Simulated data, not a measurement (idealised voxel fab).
process module | voxel gate over fins
cross-section cut | 275 nm wide | cells 5 nm
A cross-section is a grid of square cells, given in bands from the top down. A band is one or more rows of cells.
Each band's line starts with the height of the band's top and of its bottom, in nm. Then come its materials from left to right, each with its width in nm. One material with "throughout" fills the band from edge to edge. "air" is empty space.
Height 0 is the level under which the wafer as received is all one material. The lowest band goes on downwards, as in "0 down".
A width such as "30 to 40" changes by the same amount from each row of cells to the next, from the band's top row to its bottom row.
"no change" after a step means that no cell of the cross-section changed.
closed voids: empty space of 8 cells or more with no open way to the top, each as width x height at its distance from the left edge, in nm
after a step's settings: what the simulator itself notes on the step
overlay nm, on a step with a mask: how far to the right of its planned place the mask lay; to the left if negative
plan
1 op RECEIVE | material Si
2 op CONFORMAL_DEP | material SiN | thk nm 10
3 op MASKED_ETCH | tone cover | mask id FINS | width nm 15 | pitch nm 35 | etch materials SiN | depth nm 10 | overlay nm 0
4 op MASKED_ETCH | tone cover | mask id FINS | width nm 15 | pitch nm 35 | etch materials Si | depth nm 40 | overlay nm 0
5 op FILL_DEP | material SiO2 | thk nm 5
6 op CMP | height nm 10
7 op SELECTIVE_ETCH | etch materials SiO2 | depth nm 20
8 op STRIP | etch materials SiN
9 op CONFORMAL_DEP | material HfO2 | thk nm 5
10 op CONFORMAL_DEP | material TiN | thk nm 5
11 op FILL_DEP | material W | thk nm 10
12 op CMP | height nm 15
13 op CONFORMAL_DEP | material SiCN | thk nm 10
as received, after step 1
  0 down: Si throughout
  closed voids: none
a wafer at the end: this start, this plan, one mistake
  25 to 15: SiCN throughout
  15 to 10: W 75 | TiN 5 | HfO2 115 | TiN 5 | W 75
  10 to 5: TiN 80 | HfO2 115 | TiN 80
  5 to 0: HfO2 throughout
  0 to -10: HfO2 95 | Si 15 | HfO2 20 | Si 15 | HfO2 20 | Si 15 | HfO2 95
  -10 to -40: SiO2 95 | Si 15 | SiO2 20 | Si 15 | SiO2 20 | Si 15 | SiO2 95
  -40 down: Si throughout
  closed voids: none
what went wrong: step 9 ran as: op CONFORMAL_DEP | material HfO2 | thk nm 15
